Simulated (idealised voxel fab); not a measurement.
The following process module bears the name voxel ribs on slabs.
Pictured: cross-section cut, 200 nm wide, on a grid of 5 nm square cells.
A cross-section is written here as square cells arranged in a grid, and it is given in bands from the top down, each band taking up one or more rows of cells. Band: top height; bottom height; in nm. Then, left to right: material with width in nm, for each material. "full width": a single material spanning edge to edge. "blank": empty space. For the purposes of this specification, 0 denotes the height below which the wafer in its as-received condition is composed wholly of one material, and the lowermost band, lacking a lower limit, extends downward without end, as expressed in "from 0 down". You'd read "30 to 40" like this: the band's top row of cells is as wide as the first number, its bottom row is as wide as the second, and going down, every row changes width by the same amount as the row before did. Any step labelled "no alteration" changed none of the cells in the cross-section. Enclosed voids (no open way to top), threshold 8 cells or more, entry "Sealed internal voids", notation width x height at distance, distance from left edge, nm. Note: text after step settings on the step line = simulator remark on that step. The setting "overlay nm" may be written on the line of a step. When the step uses a mask, the value reports how far to the right of the planned place the mask lay, and a negative value reports that it lay to the left.
## Planned process steps
1 RECEIVE [material Si]
2 DIRECTIONAL_DEP [material SiO2] [thk nm 20]
3 DIRECTIONAL_DEP [material SiN] [thk nm 20]
4 DIRECTIONAL_DEP [material aC] [thk nm 10]
5 PATTERN [tone cover] [mask id RIB] [material resist] [width nm 20] [thk nm 25] [overlay nm 0]
6 DIRECTIONAL_ETCH [etch materials aC] [depth nm 10]
7 STRIP [etch materials resist]
8 DIRECTIONAL_ETCH [etch materials SiN] [depth nm 10]
9 STRIP [etch materials aC]
10 DIRECTIONAL_DEP [material aC] [thk nm 15]
11 PATTERN [tone cover] [mask id SLAB] [material resist] [width nm 50] [thk nm 30] [overlay nm 0]
12 DIRECTIONAL_ETCH [etch materials aC] [depth nm 15]
13 STRIP [etch materials resist]
14 DIRECTIONAL_ETCH [etch materials SiN] [depth nm 10]
15 STRIP [etch materials aC]
16 FILL_DEP [material SiO2] [thk nm 30]
17 CMP [height nm 60]
18 DIRECTIONAL_DEP [material TiN] [thk nm 5]
19 MASKED_ETCH [tone cover] [mask id HEATER] [width nm 30] [etch materials TiN] [depth nm 5] [overlay nm 0]
20 CONFORMAL_DEP [material SiN] [thk nm 5]
## This is the cross-section of the wafer as we received it, i.e. after step 1
	from 0 down: Si full width
	Sealed internal voids: none
## Starting structure and process plan are as shown above, but one mistake was made in running the module; the wafer cross-section at the end of the module follows
	from 70 to 65: 80 of blank; 40 of SiN; 80 of blank
	from 65 to 60: 85 of SiN; 30 of TiN; 85 of SiN
	from 60 to 20: SiO2 full width
	from 20 to 0: SiN full width
	from 0 down: Si full width
	Sealed internal voids: none
Run error: the intended sequence of steps 2 and 3 was reversed during processing, with each occupying the position of the other
